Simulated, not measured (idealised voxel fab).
process module | voxel self aligned contacts
cross-section cut | 260 nm wide | cells 5 nm
A cross-section is a grid of square cells, given in bands from the top down. A band is one or more rows of cells.
Each band's line starts with the height of the band's top and of its bottom, in nm. Then come its materials from left to right, each with its width in nm. One material with "throughout" fills the band from edge to edge. "air" is empty space.
Height 0 is the level under which the wafer as received is all one material. The lowest band goes on downwards, as in "0 down".
A width such as "30 to 40" changes by the same amount from each row of cells to the next, from the band's top row to its bottom row.
"no change" after a step means that no cell of the cross-section changed.
closed voids: empty space of 8 cells or more with no open way to the top, each as width x height at its distance from the left edge, in nm
after a step's settings: what the simulator itself notes on the step
overlay nm, on a step with a mask: how far to the right of its planned place the mask lay; to the left if negative
Each pair below shows a cross-section before one step and the cross-section after it, down to the lowest band that changed. The line under each pair gives the step between them, with its settings. The pairs can come from different runs of this module on the same starting wafer, so a pair continues from the pair above only where its "before" says so.
before
  75 to 65: aC 110 | air 40 | aC 110
  65 to 55: SiO2 throughout
  55 to 35: SiO2 80 | SiN 45 | SiO2 10 | SiN 45 | SiO2 80
  35 to 5: SiO2 80 | SiN 5 | polySi 35 | SiN 5 | SiO2 10 | SiN 5 | polySi 35 | SiN 5 | SiO2 80
  5 to 0: SiO2 throughout
  0 down: Si throughout
  closed voids: none
after
  75 to 65: aC 110 | air 40 | aC 110
  65 to 55: SiO2 110 | air 40 | SiO2 110
  55 to 35: SiO2 80 | SiN 45 | air 10 | SiN 45 | SiO2 80
  35 to 5: SiO2 80 | SiN 5 | polySi 35 | SiN 5 | air 10 | SiN 5 | polySi 35 | SiN 5 | SiO2 80
  5 to 0: SiO2 125 | air 10 | SiO2 125
  below 0: unchanged
  closed voids: none
the step between: op DIRECTIONAL_ETCH | etch materials SiO2 | depth nm 65
before: the cross-section after the pair above
after
  65 to 55: SiO2 110 | air 40 | SiO2 110
  below 55: unchanged
  closed voids: none
the step between: op STRIP | etch materials aC
before: the cross-section after the pair above
after
  70 to 65: TiN 115 | air 30 | TiN 115
  65 to 60: SiO2 110 | TiN 5 | air 30 | TiN 5 | SiO2 110
  60 to 55: SiO2 110 | TiN 40 | SiO2 110
  55 to 35: SiO2 80 | SiN 45 | TiN 10 | SiN 45 | SiO2 80
  35 to 5: SiO2 80 | SiN 5 | polySi 35 | SiN 5 | TiN 10 | SiN 5 | polySi 35 | SiN 5 | SiO2 80
  5 to 0: SiO2 125 | TiN 10 | SiO2 125
  below 0: unchanged
  closed voids: none
the step between: op CONFORMAL_DEP | material TiN | thk nm 5
before: the cross-section after the pair above
after
  75 to 70: W throughout
  70 to 65: TiN 115 | W 30 | TiN 115
  65 to 60: SiO2 110 | TiN 5 | W 30 | TiN 5 | SiO2 110
  below 60: unchanged
  closed voids: none
the step between: op FILL_DEP | material W | thk nm 5
before: the cross-section after the pair above
after
  65 to 60: SiO2 110 | TiN 5 | W 30 | TiN 5 | SiO2 110
  below 60: unchanged
  closed voids: none
the step between: op CMP | height nm 65
before: the cross-section after the pair above
after
  70 to 65: SiCN throughout
  below 65: unchanged
  closed voids: none
the step between: op CONFORMAL_DEP | material SiCN | thk nm 5
before
  70 to 55: aC throughout
  55 to 35: SiN throughout
  35 to 5: polySi throughout
  5 to 0: SiO2 throughout
  0 down: Si throughout
  closed voids: none
after
  105 to 70: air 80 | resist 25 | air 30 | resist 25 | air 100
  below 70: unchanged
  closed voids: none
the step between: op PATTERN | tone cover | mask id GATE | material resist | width nm 25 | pitch nm 55 | thk nm 35 | overlay nm -10
before: the cross-section after the pair above
after
  90 to 70: air 80 | resist 25 | air 30 | resist 25 | air 100
  70 to 55: air 80 | aC 25 | air 30 | aC 25 | air 100
  below 55: unchanged
  closed voids: none
the step between: op DIRECTIONAL_ETCH | etch materials aC | depth nm 15
before: the cross-section after the pair above
after
  70 to 55: air 80 | aC 25 | air 30 | aC 25 | air 100
  below 55: unchanged
  closed voids: none
the step between: op STRIP | etch materials resist
before: the cross-section after the pair above
after
  70 to 55: air 80 | aC 25 | air 30 | aC 25 | air 100
  55 to 35: air 80 | SiN 25 | air 30 | SiN 25 | air 100
  below 35: unchanged
  closed voids: none
the step between: op DIRECTIONAL_ETCH | etch materials SiN | depth nm 20
before: the cross-section after the pair above
after
  70 to 55: air 80 | aC 25 | air 30 | aC 25 | air 100
  55 to 35: air 80 | SiN 25 | air 30 | SiN 25 | air 100
  35 to 5: air 80 | polySi 25 | air 30 | polySi 25 | air 100
  below 5: unchanged
  closed voids: none
the step between: op DIRECTIONAL_ETCH | etch materials polySi | depth nm 30
before: the cross-section after the pair above
after
  55 to 35: air 80 | SiN 25 | air 30 | SiN 25 | air 100
  below 35: unchanged
  closed voids: none
the step between: op STRIP | etch materials aC
before: the cross-section after the pair above
after
  60 to 35: air 75 | SiN 35 | air 20 | SiN 35 | air 95
  35 to 10: air 75 | SiN 5 | polySi 25 | SiN 5 | air 20 | SiN 5 | polySi 25 | SiN 5 | air 95
  10 to 5: SiN 80 | polySi 25 | SiN 30 | polySi 25 | SiN 100
  below 5: unchanged
  closed voids: none
the step between: op CONFORMAL_DEP | material SiN | thk nm 5
before: the cross-section after the pair above
after
  55 to 35: air 75 | SiN 35 | air 20 | SiN 35 | air 95
  35 to 5: air 75 | SiN 5 | polySi 25 | SiN 5 | air 20 | SiN 5 | polySi 25 | SiN 5 | air 95
  below 5: unchanged
  closed voids: none
the step between: op DIRECTIONAL_ETCH | etch materials SiN | depth nm 5
before: the cross-section after the pair above
after
  75 to 55: SiO2 throughout
  55 to 35: SiO2 75 | SiN 35 | SiO2 20 | SiN 35 | SiO2 95
  35 to 5: SiO2 75 | SiN 5 | polySi 25 | SiN 5 | SiO2 20 | SiN 5 | polySi 25 | SiN 5 | SiO2 95
  below 5: unchanged
  closed voids: none
the step between: op FILL_DEP | material SiO2 | thk nm 20
before: the cross-section after the pair above
after
  65 to 55: SiO2 throughout
  below 55: unchanged
  closed voids: none
the step between: op CMP | height nm 65
before: the cross-section after the pair above
after
  75 to 65: aC throughout
  below 65: unchanged
  closed voids: none
the step between: op DIRECTIONAL_DEP | material aC | thk nm 10
before: the cross-section after the pair above
after
  100 to 75: resist 110 | air 40 | resist 110
  below 75: unchanged
  closed voids: none
the step between: op PATTERN | tone open | mask id CONTACT | material resist | width nm 40 | thk nm 25 | overlay nm 0
before: the cross-section after the pair above
after
  90 to 75: resist 110 | air 40 | resist 110
  75 to 65: aC 110 | air 40 | aC 110
  below 65: unchanged
  closed voids: none
the step between: op DIRECTIONAL_ETCH | etch materials aC | depth nm 10
before: the cross-section after the pair above
after
  75 to 65: aC 110 | air 40 | aC 110
  below 65: unchanged
  closed voids: none
the step between: op STRIP | etch materials resist
before: the cross-section after the pair above
after
  75 to 65: aC 110 | air 40 | aC 110
  65 to 55: SiO2 110 | air 40 | SiO2 110
  55 to 35: SiO2 75 | SiN 35 | air 20 | SiN 35 | SiO2 95
  35 to 5: SiO2 75 | SiN 5 | polySi 25 | SiN 5 | air 20 | SiN 5 | polySi 25 | SiN 5 | SiO2 95
  5 to 0: SiO2 110 | air 20 | SiO2 130
  below 0: unchanged
  closed voids: none
the step between: op DIRECTIONAL_ETCH | etch materials SiO2 | depth nm 65
before: the cross-section after the pair above
after
  65 to 55: SiO2 110 | air 40 | SiO2 110
  below 55: unchanged
  closed voids: none
the step between: op STRIP | etch materials aC
before: the cross-section after the pair above
after
  70 to 65: TiN 115 | air 30 | TiN 115
  65 to 55: SiO2 110 | TiN 5 | air 30 to 10 | TiN 5 to 25 | SiO2 110
  55 to 35: SiO2 75 | SiN 35 | TiN 5 | air 10 | TiN 5 | SiN 35 | SiO2 95
  35 to 5: SiO2 75 | SiN 5 | polySi 25 | SiN 5 | TiN 5 | air 10 | TiN 5 | SiN 5 | polySi 25 | SiN 5 | SiO2 95
  5 to 0: SiO2 110 | TiN 20 | SiO2 130
  below 0: unchanged
  closed voids: none
the step between: op CONFORMAL_DEP | material TiN | thk nm 5
before: the cross-section after the pair above
after
  75 to 70: W throughout
  70 to 65: TiN 115 | W 30 | TiN 115
  65 to 55: SiO2 110 | TiN 5 | W 30 to 10 | TiN 5 to 25 | SiO2 110
  55 to 35: SiO2 75 | SiN 35 | TiN 5 | W 10 | TiN 5 | SiN 35 | SiO2 95
  35 to 5: SiO2 75 | SiN 5 | polySi 25 | SiN 5 | TiN 5 | W 10 | TiN 5 | SiN 5 | polySi 25 | SiN 5 | SiO2 95
  below 5: unchanged
  closed voids: none
the step between: op FILL_DEP | material W | thk nm 5
before: the cross-section after the pair above
after
  65 to 55: SiO2 110 | TiN 5 | W 30 to 10 | TiN 5 to 25 | SiO2 110
  below 55: unchanged
  closed voids: none
the step between: op CMP | height nm 65
before: the cross-section after the pair above
after
  70 to 65: SiCN throughout
  below 65: unchanged
  closed voids: none
the step between: op CONFORMAL_DEP | material SiCN | thk nm 5
before
  65 to 55: SiO2 110 | air 40 | SiO2 110
  55 to 35: SiO2 85 | SiN 35 | air 20 | SiN 35 | SiO2 85
  35 to 5: SiO2 85 | SiN 5 | polySi 25 | SiN 5 | air 20 | SiN 5 | polySi 25 | SiN 5 | SiO2 85
  5 to 0: SiO2 120 | air 20 | SiO2 120
  0 down: Si throughout
  closed voids: none
after
  70 to 65: polySi 115 | air 30 | polySi 115
  65 to 55: SiO2 110 | polySi 5 to 15 | air 30 to 10 | polySi 5 to 15 | SiO2 110
  55 to 35: SiO2 85 | SiN 35 | polySi 5 | air 10 | polySi 5 | SiN 35 | SiO2 85
  35 to 5: SiO2 85 | SiN 5 | polySi 25 | SiN 5 | polySi 5 | air 10 | polySi 5 | SiN 5 | polySi 25 | SiN 5 | SiO2 85
  5 to 0: SiO2 120 | polySi 20 | SiO2 120
  below 0: unchanged
  closed voids: none
the step between: op CONFORMAL_DEP | material polySi | thk nm 5
before: the cross-section after the pair above
after
  75 to 70: W throughout
  70 to 65: polySi 115 | W 30 | polySi 115
  65 to 55: SiO2 110 | polySi 5 to 15 | W 30 to 10 | polySi 5 to 15 | SiO2 110
  55 to 35: SiO2 85 | SiN 35 | polySi 5 | W 10 | polySi 5 | SiN 35 | SiO2 85
  35 to 5: SiO2 85 | SiN 5 | polySi 25 | SiN 5 | polySi 5 | W 10 | polySi 5 | SiN 5 | polySi 25 | SiN 5 | SiO2 85
  below 5: unchanged
  closed voids: none
the step between: op FILL_DEP | material W | thk nm 5
before: the cross-section after the pair above
after
  65 to 55: SiO2 110 | polySi 5 to 15 | W 30 to 10 | polySi 5 to 15 | SiO2 110
  below 55: unchanged
  closed voids: none
the step between: op CMP | height nm 65
before: the cross-section after the pair above
after
  70 to 65: SiCN throughout
  below 65: unchanged
  closed voids: none
the step between: op CONFORMAL_DEP | material SiCN | thk nm 5
before
  70 to 55: aC throughout
  55 to 35: SiN throughout
  35 to 5: polySi throughout
  5 to 0: SiO2 throughout
  0 down: Si throughout
  closed voids: none
after
  105 to 70: resist 90 | air 25 | resist 30 | air 25 | resist 90
  below 70: unchanged
  closed voids: none
the step between: op PATTERN | tone open | mask id GATE | material resist | width nm 25 | pitch nm 55 | thk nm 35 | overlay nm 0
before: the cross-section after the pair above
after
  90 to 70: resist 90 | air 25 | resist 30 | air 25 | resist 90
  70 to 55: aC 90 | air 25 | aC 30 | air 25 | aC 90
  below 55: unchanged
  closed voids: none
the step between: op DIRECTIONAL_ETCH | etch materials aC | depth nm 15
before: the cross-section after the pair above
after
  70 to 55: aC 90 | air 25 | aC 30 | air 25 | aC 90
  below 55: unchanged
  closed voids: none
the step between: op STRIP | etch materials resist
before: the cross-section after the pair above
after
  70 to 55: aC 90 | air 25 | aC 30 | air 25 | aC 90
  55 to 35: SiN 90 | air 25 | SiN 30 | air 25 | SiN 90
  below 35: unchanged
  closed voids: none
the step between: op DIRECTIONAL_ETCH | etch materials SiN | depth nm 20
before: the cross-section after the pair above
after
  70 to 55: aC 90 | air 25 | aC 30 | air 25 | aC 90
  55 to 35: SiN 90 | air 25 | SiN 30 | air 25 | SiN 90
  35 to 5: polySi 90 | air 25 | polySi 30 | air 25 | polySi 90
  below 5: unchanged
  closed voids: none
the step between: op DIRECTIONAL_ETCH | etch materials polySi | depth nm 30
before: the cross-section after the pair above
after
  55 to 35: SiN 90 | air 25 | SiN 30 | air 25 | SiN 90
  below 35: unchanged
  closed voids: none
the step between: op STRIP | etch materials aC
before: the cross-section after the pair above
after
  60 to 35: SiN 95 | air 15 | SiN 40 | air 15 | SiN 95
  35 to 10: polySi 90 | SiN 5 | air 15 | SiN 5 | polySi 30 | SiN 5 | air 15 | SiN 5 | polySi 90
  10 to 5: polySi 90 | SiN 25 | polySi 30 | SiN 25 | polySi 90
  below 5: unchanged
  closed voids: none
the step between: op CONFORMAL_DEP | material SiN | thk nm 5
before: the cross-section after the pair above
after
  55 to 35: SiN 95 | air 15 | SiN 40 | air 15 | SiN 95
  35 to 5: polySi 90 | SiN 5 | air 15 | SiN 5 | polySi 30 | SiN 5 | air 15 | SiN 5 | polySi 90
  below 5: unchanged
  closed voids: none
the step between: op DIRECTIONAL_ETCH | etch materials SiN | depth nm 5
before: the cross-section after the pair above
after
  75 to 55: SiO2 throughout
  55 to 35: SiN 95 | SiO2 15 | SiN 40 | SiO2 15 | SiN 95
  35 to 5: polySi 90 | SiN 5 | SiO2 15 | SiN 5 | polySi 30 | SiN 5 | SiO2 15 | SiN 5 | polySi 90
  below 5: unchanged
  closed voids: none
the step between: op FILL_DEP | material SiO2 | thk nm 20
before: the cross-section after the pair above
after
  65 to 55: SiO2 throughout
  below 55: unchanged
  closed voids: none
the step between: op CMP | height nm 65
before: the cross-section after the pair above
after
  75 to 65: aC throughout
  below 65: unchanged
  closed voids: none
the step between: op DIRECTIONAL_DEP | material aC | thk nm 10
before: the cross-section after the pair above
after
  100 to 75: resist 110 | air 40 | resist 110
  below 75: unchanged
  closed voids: none
the step between: op PATTERN | tone open | mask id CONTACT | material resist | width nm 40 | thk nm 25 | overlay nm 0
before: the cross-section after the pair above
after
  90 to 75: resist 110 | air 40 | resist 110
  75 to 65: aC 110 | air 40 | aC 110
  below 65: unchanged
  closed voids: none
the step between: op DIRECTIONAL_ETCH | etch materials aC | depth nm 10
before: the cross-section after the pair above
after
  75 to 65: aC 110 | air 40 | aC 110
  below 65: unchanged
  closed voids: none
the step between: op STRIP | etch materials resist
before: the cross-section after the pair above
after
  75 to 65: aC 110 | air 40 | aC 110
  65 to 55: SiO2 110 | air 40 | SiO2 110
  below 55: unchanged
  closed voids: none
the step between: op DIRECTIONAL_ETCH | etch materials SiO2 | depth nm 65
before: the cross-section after the pair above
after
  65 to 55: SiO2 110 | air 40 | SiO2 110
  below 55: unchanged
  closed voids: none
the step between: op STRIP | etch materials aC
before: the cross-section after the pair above
after
  70 to 65: TiN 115 | air 30 | TiN 115
  65 to 60: SiO2 110 | TiN 5 | air 30 | TiN 5 | SiO2 110
  60 to 55: SiO2 110 | TiN 40 | SiO2 110
  below 55: unchanged
  closed voids: none
the step between: op CONFORMAL_DEP | material TiN | thk nm 5
before: the cross-section after the pair above
after
  75 to 70: W throughout
  70 to 65: TiN 115 | W 30 | TiN 115
  65 to 60: SiO2 110 | TiN 5 | W 30 | TiN 5 | SiO2 110
  below 60: unchanged
  closed voids: none
the step between: op FILL_DEP | material W | thk nm 5
before: the cross-section after the pair above
after
  65 to 60: SiO2 110 | TiN 5 | W 30 | TiN 5 | SiO2 110
  below 60: unchanged
  closed voids: none
the step between: op CMP | height nm 65
before: the cross-section after the pair above
after
  70 to 65: SiCN throughout
  below 65: unchanged
  closed voids: none
the step between: op CONFORMAL_DEP | material SiCN | thk nm 5
